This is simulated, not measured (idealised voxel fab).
process module | voxel wiring stack
cross-section cut | 275 nm wide | cells 5 nm
A cross-section is a grid of square cells, given in bands from the top down. A band is one or more rows of cells.
Each band's line starts with the height of the band's top and of its bottom, in nm. Then come its materials from left to right, each with its width in nm. One material with "throughout" fills the band from edge to edge. "air" is empty space.
Height 0 is the level under which the wafer as received is all one material. The lowest band goes on downwards, as in "0 down".
A width such as "30 to 40" changes by the same amount from each row of cells to the next, from the band's top row to its bottom row.
"no change" after a step means that no cell of the cross-section changed.
closed voids: empty space of 8 cells or more with no open way to the top, each as width x height at its distance from the left edge, in nm
after a step's settings: what the simulator itself notes on the step
overlay nm, on a step with a mask: how far to the right of its planned place the mask lay; to the left if negative
plan
1 op RECEIVE | material Si
2 op CONFORMAL_DEP | material SiO2 | thk nm 15
3 op CONFORMAL_DEP | material SiCN | thk nm 5
4 op DIRECTIONAL_DEP | material lowk | thk nm 20
5 op MASKED_ETCH | tone open | mask id METAL_1 | width nm 30 | pitch nm 55 | etch materials lowk | depth nm 20 | overlay nm 0
6 op MASKED_ETCH | tone open | mask id METAL_1 | width nm 30 | pitch nm 55 | etch materials SiCN | depth nm 5 | overlay nm 0
7 op CONFORMAL_DEP | material TiN | thk nm 5
8 op FILL_DEP | material Ru | thk nm 5
9 op CMP | height nm 40
10 op CONFORMAL_DEP | material SiCN | thk nm 5
11 op DIRECTIONAL_DEP | material lowk | thk nm 25
12 op DIRECTIONAL_DEP | material aC | thk nm 10
13 op PATTERN | tone open | mask id METAL_2 | material resist | width nm 30 | pitch nm 55 | thk nm 25 | overlay nm 0
14 op DIRECTIONAL_ETCH | etch materials aC | depth nm 10
15 op STRIP | etch materials resist
16 op DIRECTIONAL_ETCH | etch materials lowk | depth nm 15
17 op STRIP | etch materials aC
18 op DIRECTIONAL_DEP | material aC | thk nm 15
19 op PATTERN | tone open | mask id METAL_2_HOLES | material resist | width nm 15 | pitch nm 55 | thk nm 30 | overlay nm 0
20 op DIRECTIONAL_ETCH | etch materials aC | depth nm 15
21 op STRIP | etch materials resist
22 op DIRECTIONAL_ETCH | etch materials lowk | depth nm 10
23 op DIRECTIONAL_ETCH | etch materials SiCN | depth nm 5
24 op STRIP | etch materials aC
25 op CONFORMAL_DEP | material TiN | thk nm 5
26 op FILL_DEP | material Cu | thk nm 10
27 op CMP | height nm 70
28 op CONFORMAL_DEP | material SiCN | thk nm 5
as received, after step 1
  0 down: Si throughout
  closed voids: none
first wafer at the end, as planned
  75 to 70: SiCN throughout
  70 to 60: lowk 40 | TiN 5 | Cu 20 | TiN 5 | lowk 25 | TiN 5 | Cu 20 | TiN 5 | lowk 25 | TiN 5 | Cu 20 | TiN 5 | lowk 25 | TiN 5 | Cu 20 | TiN 5 | lowk 40
  60 to 55: lowk 40 | TiN 5 | Cu 5 | TiN 20 | lowk 25 | TiN 5 | Cu 5 | TiN 20 | lowk 25 | TiN 5 | Cu 5 | TiN 20 | lowk 25 | TiN 5 | Cu 5 | TiN 20 | lowk 40
  55 to 45: lowk 40 | TiN 5 | Cu 5 | TiN 5 | lowk 40 | TiN 5 | Cu 5 | TiN 5 | lowk 40 | TiN 5 | Cu 5 | TiN 5 | lowk 40 | TiN 5 | Cu 5 | TiN 5 | lowk 55
  45 to 40: SiCN 40 | TiN 15 | SiCN 40 | TiN 15 | SiCN 40 | TiN 15 | SiCN 40 | TiN 15 | SiCN 55
  40 to 20: lowk 40 | TiN 5 | Ru 20 | TiN 5 | lowk 25 | TiN 5 | Ru 20 | TiN 5 | lowk 25 | TiN 5 | Ru 20 | TiN 5 | lowk 25 | TiN 5 | Ru 20 | TiN 5 | lowk 40
  20 to 15: SiCN 40 | TiN 30 | SiCN 25 | TiN 30 | SiCN 25 | TiN 30 | SiCN 25 | TiN 30 | SiCN 40
  15 to 0: SiO2 throughout
  0 down: Si throughout
  closed voids: none
second wafer at the end: like start, like plan, one mistake
  75 to 70: SiCN throughout
  70 to 60: lowk 40 | TiN 5 | Cu 20 | TiN 5 | lowk 25 | TiN 5 | Cu 20 | TiN 5 | lowk 25 | TiN 5 | Cu 20 | TiN 5 | lowk 25 | TiN 5 | Cu 20 | TiN 5 | lowk 40
  60 to 55: lowk 40 | TiN 5 | Cu 5 | TiN 20 | lowk 25 | TiN 5 | Cu 5 | TiN 20 | lowk 25 | TiN 5 | Cu 5 | TiN 20 | lowk 25 | TiN 5 | Cu 5 | TiN 20 | lowk 40
  55 to 45: lowk 40 | TiN 5 | Cu 5 | TiN 5 | lowk 40 | TiN 5 | Cu 5 | TiN 5 | lowk 40 | TiN 5 | Cu 5 | TiN 5 | lowk 40 | TiN 5 | Cu 5 | TiN 5 | lowk 55
  45 to 40: SiCN 40 | TiN 15 | SiCN 40 | TiN 15 | SiCN 40 | TiN 15 | SiCN 40 | TiN 15 | SiCN 55
  40 to 20: Cu throughout
  20 to 15: SiCN throughout
  15 to 0: SiO2 throughout
  0 down: Si throughout
  closed voids: none
what went wrong: step 4 ran as: op DIRECTIONAL_DEP | material Cu | thk nm 20
at the end the second wafer has, in cells: 220 more of Cu | 64 fewer of Ru | 24 more of SiCN | 56 fewer of TiN | 124 fewer of lowk
